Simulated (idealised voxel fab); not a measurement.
process module | voxel self aligned contacts
cross-section cut | 240 nm wide | cells 5 nm
A cross-section is a grid of square cells, given in bands from the top down. A band is one or more rows of cells.
Each band's line starts with the height of the band's top and of its bottom, in nm. Then come its materials from left to right, each with its width in nm. One material with "throughout" fills the band from edge to edge. "air" is empty space.
Height 0 is the level under which the wafer as received is all one material. The lowest band goes on downwards, as in "0 down".
A width such as "30 to 40" changes by the same amount from each row of cells to the next, from the band's top row to its bottom row.
"no change" after a step means that no cell of the cross-section changed.
closed voids: empty space of 8 cells or more with no open way to the top, each as width x height at its distance from the left edge, in nm
after a step's settings: what the simulator itself notes on the step
overlay nm, on a step with a mask: how far to the right of its planned place the mask lay; to the left if negative
plan
1 op RECEIVE | material Si
2 op OXIDIZE | depth nm 5
3 op DIRECTIONAL_DEP | material polySi | thk nm 30
4 op DIRECTIONAL_DEP | material SiN | thk nm 20
5 op DIRECTIONAL_DEP | material aC | thk nm 10
6 op PATTERN | tone cover | mask id GATE | material resist | width nm 25 | pitch nm 65 | thk nm 30 | overlay nm 0
7 op DIRECTIONAL_ETCH | etch materials aC | depth nm 10
8 op STRIP | etch materials resist
9 op DIRECTIONAL_ETCH | etch materials SiN | depth nm 20
10 op DIRECTIONAL_ETCH | etch materials polySi | depth nm 30
11 op STRIP | etch materials aC
12 op CONFORMAL_DEP | material SiN | thk nm 10
13 op DIRECTIONAL_ETCH | etch materials SiN | depth nm 10
14 op FILL_DEP | material SiO2 | thk nm 15
15 op CMP | height nm 60
16 op DIRECTIONAL_DEP | material aC | thk nm 10
17 op PATTERN | tone open | mask id CONTACT | material resist | width nm 50 | thk nm 25 | overlay nm 0
18 op DIRECTIONAL_ETCH | etch materials aC | depth nm 10
19 op STRIP | etch materials resist
20 op DIRECTIONAL_ETCH | etch materials SiO2 | depth nm 65
21 op STRIP | etch materials aC
22 op CONFORMAL_DEP | material TiN | thk nm 5
23 op FILL_DEP | material W | thk nm 5
24 op CMP | height nm 60
25 op CONFORMAL_DEP | material SiN | thk nm 5
first wafer, as planned
as received, after step 1
  0 down: Si throughout
  closed voids: none
after step 2
  0 to -5: SiO2 throughout
  below -5: unchanged
after step 3
  30 to 0: polySi throughout
  below 0: unchanged
after step 4
  50 to 30: SiN throughout
  below 30: unchanged
after step 5
  60 to 50: aC throughout
  below 50: unchanged
after step 6
  90 to 60: air 75 | resist 25 | air 40 | resist 25 | air 75
  below 60: unchanged
after step 7
  80 to 60: air 75 | resist 25 | air 40 | resist 25 | air 75
  60 to 50: air 75 | aC 25 | air 40 | aC 25 | air 75
  below 50: unchanged
after step 8
  60 to 50: air 75 | aC 25 | air 40 | aC 25 | air 75
  below 50: unchanged
after step 9
  60 to 50: air 75 | aC 25 | air 40 | aC 25 | air 75
  50 to 30: air 75 | SiN 25 | air 40 | SiN 25 | air 75
  below 30: unchanged
after step 10
  60 to 50: air 75 | aC 25 | air 40 | aC 25 | air 75
  50 to 30: air 75 | SiN 25 | air 40 | SiN 25 | air 75
  30 to 0: air 75 | polySi 25 | air 40 | polySi 25 | air 75
  below 0: unchanged
after step 11
  50 to 30: air 75 | SiN 25 | air 40 | SiN 25 | air 75
  below 30: unchanged
after step 12
  60 to 30: air 65 | SiN 45 | air 20 | SiN 45 | air 65
  30 to 10: air 65 | SiN 10 | polySi 25 | SiN 10 | air 20 | SiN 10 | polySi 25 | SiN 10 | air 65
  10 to 0: SiN 75 | polySi 25 | SiN 40 | polySi 25 | SiN 75
  below 0: unchanged
after step 13
  50 to 30: air 65 | SiN 45 | air 20 | SiN 45 | air 65
  30 to 0: air 65 | SiN 10 | polySi 25 | SiN 10 | air 20 | SiN 10 | polySi 25 | SiN 10 | air 65
  below 0: unchanged
after step 14
  65 to 50: SiO2 throughout
  50 to 30: SiO2 65 | SiN 45 | SiO2 20 | SiN 45 | SiO2 65
  30 to 0: SiO2 65 | SiN 10 | polySi 25 | SiN 10 | SiO2 20 | SiN 10 | polySi 25 | SiN 10 | SiO2 65
  below 0: unchanged
after step 15
  60 to 50: SiO2 throughout
  below 50: unchanged
after step 16
  70 to 60: aC throughout
  below 60: unchanged
after step 17
  95 to 70: resist 95 | air 50 | resist 95
  below 70: unchanged
after step 18
  85 to 70: resist 95 | air 50 | resist 95
  70 to 60: aC 95 | air 50 | aC 95
  below 60: unchanged
after step 19
  70 to 60: aC 95 | air 50 | aC 95
  below 60: unchanged
after step 20
  70 to 60: aC 95 | air 50 | aC 95
  60 to 50: SiO2 95 | air 50 | SiO2 95
  50 to 30: SiO2 65 | SiN 45 | air 20 | SiN 45 | SiO2 65
  30 to 0: SiO2 65 | SiN 10 | polySi 25 | SiN 10 | air 20 | SiN 10 | polySi 25 | SiN 10 | SiO2 65
  0 to -5: SiO2 110 | air 20 | SiO2 110
  below -5: unchanged
after step 21
  60 to 50: SiO2 95 | air 50 | SiO2 95
  below 50: unchanged
after step 22
  65 to 60: TiN 100 | air 40 | TiN 100
  60 to 50: SiO2 95 | TiN 5 to 20 | air 40 to 10 | TiN 5 to 20 | SiO2 95
  50 to 30: SiO2 65 | SiN 45 | TiN 5 | air 10 | TiN 5 | SiN 45 | SiO2 65
  30 to 0: SiO2 65 | SiN 10 | polySi 25 | SiN 10 | TiN 5 | air 10 | TiN 5 | SiN 10 | polySi 25 | SiN 10 | SiO2 65
  0 to -5: SiO2 110 | TiN 20 | SiO2 110
  below -5: unchanged
after step 23
  70 to 65: W throughout
  65 to 60: TiN 100 | W 40 | TiN 100
  60 to 50: SiO2 95 | TiN 5 to 20 | W 40 to 10 | TiN 5 to 20 | SiO2 95
  50 to 30: SiO2 65 | SiN 45 | TiN 5 | W 10 | TiN 5 | SiN 45 | SiO2 65
  30 to 0: SiO2 65 | SiN 10 | polySi 25 | SiN 10 | TiN 5 | W 10 | TiN 5 | SiN 10 | polySi 25 | SiN 10 | SiO2 65
  below 0: unchanged
after step 24
  60 to 50: SiO2 95 | TiN 5 to 20 | W 40 to 10 | TiN 5 to 20 | SiO2 95
  below 50: unchanged
after step 25
  65 to 60: SiN throughout
  below 60: unchanged
second wafer: like start, like plan, one mistake. Through step 16 it matches the first wafer
when step 17 should have ended
  95 to 70: resist 90 | air 50 | resist 100
  below 70: unchanged
when step 18 should have ended
  85 to 70: resist 90 | air 50 | resist 100
  70 to 60: aC 90 | air 50 | aC 100
  below 60: unchanged
when step 19 should have ended
  70 to 60: aC 90 | air 50 | aC 100
  below 60: unchanged
when step 20 should have ended
  70 to 60: aC 90 | air 50 | aC 100
  60 to 50: SiO2 90 | air 50 | SiO2 100
  50 to 30: SiO2 65 | SiN 45 | air 20 | SiN 45 | SiO2 65
  30 to 0: SiO2 65 | SiN 10 | polySi 25 | SiN 10 | air 20 | SiN 10 | polySi 25 | SiN 10 | SiO2 65
  0 to -5: SiO2 110 | air 20 | SiO2 110
  below -5: unchanged
when step 21 should have ended
  60 to 50: SiO2 90 | air 50 | SiO2 100
  below 50: unchanged
when step 22 should have ended
  65 to 60: TiN 95 | air 40 | TiN 105
  60 to 50: SiO2 90 | TiN 5 to 25 | air 40 to 10 | TiN 5 to 15 | SiO2 100
  50 to 30: SiO2 65 | SiN 45 | TiN 5 | air 10 | TiN 5 | SiN 45 | SiO2 65
  30 to 0: SiO2 65 | SiN 10 | polySi 25 | SiN 10 | TiN 5 | air 10 | TiN 5 | SiN 10 | polySi 25 | SiN 10 | SiO2 65
  0 to -5: SiO2 110 | TiN 20 | SiO2 110
  below -5: unchanged
when step 23 should have ended
  70 to 65: W throughout
  65 to 60: TiN 95 | W 40 | TiN 105
  60 to 50: SiO2 90 | TiN 5 to 25 | W 40 to 10 | TiN 5 to 15 | SiO2 100
  50 to 30: SiO2 65 | SiN 45 | TiN 5 | W 10 | TiN 5 | SiN 45 | SiO2 65
  30 to 0: SiO2 65 | SiN 10 | polySi 25 | SiN 10 | TiN 5 | W 10 | TiN 5 | SiN 10 | polySi 25 | SiN 10 | SiO2 65
  below 0: unchanged
when step 24 should have ended
  60 to 50: SiO2 90 | TiN 5 to 25 | W 40 to 10 | TiN 5 to 15 | SiO2 100
  below 50: unchanged
when step 25 should have ended
  65 to 60: SiN throughout
  below 60: unchanged
what went wrong: step 17 ran as: op PATTERN | tone open | mask id CONTACT | material resist | width nm 50 | thk nm 25 | overlay nm -5
at the end the second wafer has, in cells: as many of each material as the first, in other places
